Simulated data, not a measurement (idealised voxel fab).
The following process module bears the name voxel self aligned contacts.
Cross-section cut: width 185 nm, square cells of 5 nm.
For the purposes of this document, a cross-section shall be understood as a grid of square cells, specified as bands listed in top-to-bottom order, each band consisting of one or more rows of cells.
First you get the band's top height and its bottom height, in nm, and then the materials it's made of, left to right, with each width in nm. If you see a single material with "edge to edge", that one covers the band edge to edge. "blank" is empty space.
We count height from 0. Below that, the starting wafer is all one material. The lowest band never ends at the bottom but goes on down; see "0 nm and below" for how that is written.
Note: "30..40" means the width goes from the first number (top row of the band) to the second number (bottom row) in equal steps per row of cells.
Take "nothing changed" at face value: in the step it is given for, the cross-section changed in none of its cells.
So "Closed void catalog" is basically the list of trapped voids: any empty space of 8 cells or more that can't reach the top through an opening. They're written width x height at distance, the distance being from the left edge, and it's all nm.
It should be noted that, on the line of a given step, the content following the step's settings is a remark produced by the simulator itself with respect to that step.
Steps that use a mask can have "overlay nm" on their line. It says how far the mask sat to the right of where it was meant to be. Negative means to the left.

[Listed below are the process steps as planned]
1,op RECEIVE | material Si
2,op CONFORMAL_DEP | material SiO2 | thk nm 5
3,op DIRECTIONAL_DEP | material polySi | thk nm 30
4,op DIRECTIONAL_DEP | material SiN | thk nm 20
5,op PATTERN | tone cover | mask id GATE | material resist | width nm 25 | pitch nm 60 | thk nm 20 | overlay nm 0
6,op DIRECTIONAL_ETCH | etch materials SiN | depth nm 20
7,op DIRECTIONAL_ETCH | etch materials polySi | depth nm 30
8,op STRIP | etch materials resist
9,op CONFORMAL_DEP | material SiN | thk nm 10
10,op DIRECTIONAL_ETCH | etch materials SiN | depth nm 10
11,op FILL_DEP | material SiO2 | thk nm 20
12,op CMP | height nm 65
13,op PATTERN | tone open | mask id CONTACT | material resist | width nm 45 | thk nm 15 | overlay nm 0
14,op DIRECTIONAL_ETCH | etch materials SiO2 | depth nm 65
15,op STRIP | etch materials resist
16,op CONFORMAL_DEP | material TiN | thk nm 5
17,op FILL_DEP | material W | thk nm 5
18,op CMP | height nm 65
19,op CONFORMAL_DEP | material SiCN | thk nm 5

[Wafer as received: cross-section following step 1]
  0 nm and below: Si edge to edge
  Closed void catalog: none

[First of two wafers at the end of the module, shown in cross-section; run carried out as planned]
  70 nm to 65 nm: SiCN edge to edge
  65 nm to 55 nm: SiO2 70, then TiN 5..20, then W 35..5, then TiN 5..20, then SiO2 70
  55 nm to 35 nm: SiO2 40, then SiN 45, then TiN 5, then W 5, then TiN 5, then SiN 45, then SiO2 40
  35 nm to 5 nm: SiO2 40, then SiN 10, then polySi 25, then SiN 10, then TiN 5, then W 5, then TiN 5, then SiN 10, then polySi 25, then SiN 10, then SiO2 40
  5 nm to 0 nm: SiO2 85, then TiN 15, then SiO2 85
  0 nm and below: Si edge to edge
  Closed void catalog: none

[What the second wafer looks like in cross-section once the module is done. Its start and its plan matched the first wafer's exactly; what differed was one mistake in how it was run]
  70 nm to 65 nm: SiCN edge to edge
  65 nm to 55 nm: W 65..35, then TiN 5..35, then SiO2 45, then TiN 5..35, then W 65..35
  55 nm to 35 nm: W 35, then TiN 5, then SiN 45, then SiO2 15, then SiN 45, then TiN 5, then W 35
  35 nm to 5 nm: W 35, then TiN 5, then SiN 10, then polySi 25, then SiN 10, then SiO2 15, then SiN 10, then polySi 25, then SiN 10, then TiN 5, then W 35
  5 nm to 0 nm: TiN 40, then SiO2 105, then TiN 40
  0 nm and below: Si edge to edge
  Closed void catalog: none
The mistake made against the process plan was this: for step 13, the planned setting was not used; the step was instead run as op PATTERN | tone cover | mask id CONTACT | material resist | width nm 45 | thk nm 15 | overlay nm 0
Heads up, by the end the second wafer has more or fewer cells of some materials compared to the first: SiO2 -181 | TiN +19 | W +162
